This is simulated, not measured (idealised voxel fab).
Process module heading - voxel wiring stack
Displayed cross-section: cut, width of 220 nm, square cells sized 5 nm.
Cross-section format: a grid of square cells, given as bands from top to bottom; each band is one or more rows of cells. Within each band entry, the heights of the top and of the bottom of the band appear first, in that order and in nm; the materials of the band then follow from left to right, each with its corresponding width in nm. The designation "all across" on a single material indicates that it fills the band from edge to edge; the designation "air" indicates empty space. A quick word on heights: they are counted from 0, and under that level the wafer as it came to us is one material throughout. The lowest band is different from the rest in having no bottom; it simply continues downward, written as in "z 0 and below". The two numbers in a width such as "30..40" mark its ends across the band: the first belongs to the top row of cells, the second to the bottom row, and from each row to the next the width moves by the same amount. Reading "nothing got changed" for a step: not a cell of the cross-section changed in it. Any empty space of 8 cells or more lacking an open way to the top shows up in "closed voids" as width x height at distance, distance from the left edge, in nm. Read whatever lies past the settings on a step's line as the simulator's own remark about the step. Each step line may optionally specify "overlay nm", which for a step with a mask gives the rightward distance between the mask's planned place and where it lay, a negative value indicating the leftward direction.

-- Set out below are the planned steps of the process
| 1 | RECEIVE (material Si) |
| 2 | CONFORMAL_DEP (material SiO2; thk nm 10) |
| 3 | CONFORMAL_DEP (material SiN; thk nm 5) |
| 4 | DIRECTIONAL_DEP (material lowk; thk nm 25) |
| 5 | MASKED_ETCH (tone open; mask id METAL_1; width nm 25; pitch nm 45; etch materials lowk; depth nm 25; overlay nm 0) |
| 6 | MASKED_ETCH (tone open; mask id METAL_1; width nm 25; pitch nm 45; etch materials SiN; depth nm 5; overlay nm 0) |
| 7 | CONFORMAL_DEP (material TiN; thk nm 5) |
| 8 | FILL_DEP (material Cu; thk nm 10) |
| 9 | CMP (height nm 40) |
| 10 | EPI (material Ru; thk nm 5) |
| 11 | FILL_DEP (material SiCN; thk nm 5) |
| 12 | DIRECTIONAL_DEP (material SiO2; thk nm 10) |
| 13 | PATTERN (tone open; mask id PLUG_1; material resist; width nm 15; pitch nm 45; thk nm 20; overlay nm 0) |
| 14 | DIRECTIONAL_ETCH (etch materials SiO2; depth nm 10) |
| 15 | DIRECTIONAL_ETCH (etch materials SiCN; depth nm 5) |
| 16 | STRIP (etch materials resist) |
| 17 | EPI (material Ru; thk nm 10) |
| 18 | EPI (material Ru; thk nm 5) |
| 19 | DIRECTIONAL_DEP (material TiN; thk nm 5) |
| 20 | DIRECTIONAL_DEP (material W; thk nm 15) |
| 21 | PATTERN (tone cover; mask id METAL_2; material resist; width nm 25; pitch nm 45; thk nm 15; overlay nm 0) |
| 22 | DIRECTIONAL_ETCH (etch materials W; depth nm 15) |
| 23 | DIRECTIONAL_ETCH (etch materials TiN; depth nm 5) |
| 24 | STRIP (etch materials resist) |
| 25 | FILL_DEP (material lowk; thk nm 10) |
| 26 | CMP (height nm 80) |
| 27 | CONFORMAL_DEP (material SiCN; thk nm 5) |
| 28 | DIRECTIONAL_DEP (material lowk; thk nm 20) |
| 29 | PATTERN (tone open; mask id PLUG_2; material resist; width nm 15; pitch nm 45; thk nm 15; overlay nm 0) |
| 30 | DIRECTIONAL_ETCH (etch materials lowk; depth nm 20) |
| 31 | DIRECTIONAL_ETCH (etch materials SiCN; depth nm 5) |
| 32 | STRIP (etch materials resist) |
| 33 | EPI (material Ru; thk nm 10) |
| 34 | EPI (material Ru; thk nm 10) |
| 35 | EPI (material Ru; thk nm 5) |
| 36 | CONFORMAL_DEP (material SiCN; thk nm 5) |
| 37 | DIRECTIONAL_DEP (material lowk; thk nm 25) |
| 38 | MASKED_ETCH (tone open; mask id METAL_3; width nm 25; pitch nm 45; etch materials lowk; depth nm 25; overlay nm 0) |
| 39 | MASKED_ETCH (tone open; mask id METAL_3; width nm 25; pitch nm 45; etch materials SiCN; depth nm 5; overlay nm 0) |
| 40 | CONFORMAL_DEP (material TiN; thk nm 5) |
| 41 | FILL_DEP (material Ru; thk nm 10) |
| 42 | CMP (height nm 135) |
| 43 | CONFORMAL_DEP (material SiCN; thk nm 5) |
| 44 | DIRECTIONAL_DEP (material lowk; thk nm 10) |
| 45 | MASKED_ETCH (tone open; mask id PLUG_3; width nm 15; pitch nm 90; etch materials lowk; depth nm 10; overlay nm 0) |
| 46 | MASKED_ETCH (tone open; mask id PLUG_3; width nm 15; pitch nm 90; etch materials SiCN; depth nm 5; overlay nm 0) |
| 47 | EPI (material Ru; thk nm 10) |
| 48 | EPI (material Ru; thk nm 5) |
| 49 | CONFORMAL_DEP (material SiN; thk nm 5) |
| 50 | DIRECTIONAL_DEP (material SiO2; thk nm 25) |
| 51 | PATTERN (tone open; mask id METAL_4; material resist; width nm 25; pitch nm 45; thk nm 20; overlay nm 0) |
| 52 | DIRECTIONAL_ETCH (etch materials SiO2; depth nm 25) |
| 53 | DIRECTIONAL_ETCH (etch materials SiN; depth nm 5) |
| 54 | STRIP (etch materials resist) |
| 55 | CONFORMAL_DEP (material TiN; thk nm 5) |
| 56 | FILL_DEP (material Cu; thk nm 10) |
| 57 | CMP (height nm 180) |
| 58 | EPI (material Ru; thk nm 5) |
| 59 | FILL_DEP (material SiCN; thk nm 5) |

-- As received (post step 1): cross-section
z 0 and below | Si all across
closed voids: none

-- Below is the wafer in cross-section after the module was completed. It began from the starting point shown above and followed the plan shown above, except that one mistake was made while running it
z 190 to 185 | SiCN all across
z 185 to 180 | SiCN 25 nm; Ru 35 nm; SiCN 10 nm; Ru 35 nm; SiCN 10 nm; Ru 35 nm; SiCN 10 nm; Ru 35 nm; SiCN 25 nm
z 180 to 155 | SiO2 30 nm; TiN 5 nm; Cu 15 nm; TiN 5 nm; SiO2 20 nm; TiN 5 nm; Cu 15 nm; TiN 5 nm; SiO2 20 nm; TiN 5 nm; Cu 15 nm; TiN 5 nm; SiO2 20 nm; TiN 5 nm; Cu 15 nm; TiN 5 nm; SiO2 30 nm
z 155 to 150 | SiN 30 nm; TiN 25 nm; SiN 20 nm; TiN 25 nm; SiN 20 nm; TiN 25 nm; SiN 20 nm; TiN 25 nm; SiN 30 nm
z 150 to 140 | lowk 30 nm; SiN 5 nm; TiN 5 nm; SiN 5 nm; lowk 75 nm; SiN 5 nm; TiN 5 nm; SiN 5 nm; lowk 85 nm
z 140 to 135 | SiCN 30 nm; SiN 5 nm; TiN 5 nm; SiN 5 nm; SiCN 75 nm; SiN 5 nm; TiN 5 nm; SiN 5 nm; SiCN 85 nm
z 135 to 115 | Ru 25 nm; TiN 5 nm; lowk 25 nm; TiN 5 nm; Ru 10 nm; TiN 5 nm; lowk 25 nm; TiN 5 nm; Ru 10 nm; TiN 5 nm; lowk 25 nm; TiN 5 nm; Ru 10 nm; TiN 5 nm; lowk 25 nm; TiN 5 nm; Ru 25 nm
z 115 to 110 | TiN 30 nm; lowk 25 nm; TiN 20 nm; lowk 25 nm; TiN 20 nm; lowk 25 nm; TiN 20 nm; lowk 25 nm; TiN 30 nm
z 110 to 105 | SiCN all across
z 105 to 85 | lowk 30 nm; Ru 15 nm; lowk 30 nm; Ru 15 nm; lowk 30 nm; Ru 15 nm; lowk 30 nm; Ru 15 nm; lowk 40 nm
z 85 to 80 | SiCN 30 nm; Ru 15 nm; SiCN 30 nm; Ru 15 nm; SiCN 30 nm; Ru 15 nm; SiCN 30 nm; Ru 15 nm; SiCN 40 nm
z 80 to 65 | lowk 30 nm; W 25 nm; lowk 20 nm; W 25 nm; lowk 20 nm; W 25 nm; lowk 20 nm; W 25 nm; lowk 30 nm
z 65 to 60 | lowk 30 nm; TiN 25 nm; lowk 20 nm; TiN 25 nm; lowk 20 nm; TiN 25 nm; lowk 20 nm; TiN 25 nm; lowk 30 nm
z 60 to 50 | SiO2 30 nm; Ru 15 nm; SiO2 30 nm; Ru 15 nm; SiO2 30 nm; Ru 15 nm; SiO2 30 nm; Ru 15 nm; SiO2 40 nm
z 50 to 40 | SiCN 30..25 nm; Ru 15..35 nm; SiCN 30..10 nm; Ru 15..35 nm; SiCN 30..10 nm; Ru 15..35 nm; SiCN 30..10 nm; Ru 15..35 nm; SiCN 40..25 nm
z 40 to 15 | lowk 30 nm; TiN 5 nm; Cu 15 nm; TiN 5 nm; lowk 20 nm; TiN 5 nm; Cu 15 nm; TiN 5 nm; lowk 20 nm; TiN 5 nm; Cu 15 nm; TiN 5 nm; lowk 20 nm; TiN 5 nm; Cu 15 nm; TiN 5 nm; lowk 30 nm
z 15 to 10 | SiN 30 nm; TiN 25 nm; SiN 20 nm; TiN 25 nm; SiN 20 nm; TiN 25 nm; SiN 20 nm; TiN 25 nm; SiN 30 nm
z 10 to 0 | SiO2 all across
z 0 and below | Si all across
closed voids: none
The mistake made against the process plan was this: step 38 deviated from plan and actually ran as MASKED_ETCH (tone cover; mask id METAL_3; width nm 25; pitch nm 45; etch materials lowk; depth nm 25; overlay nm 0)
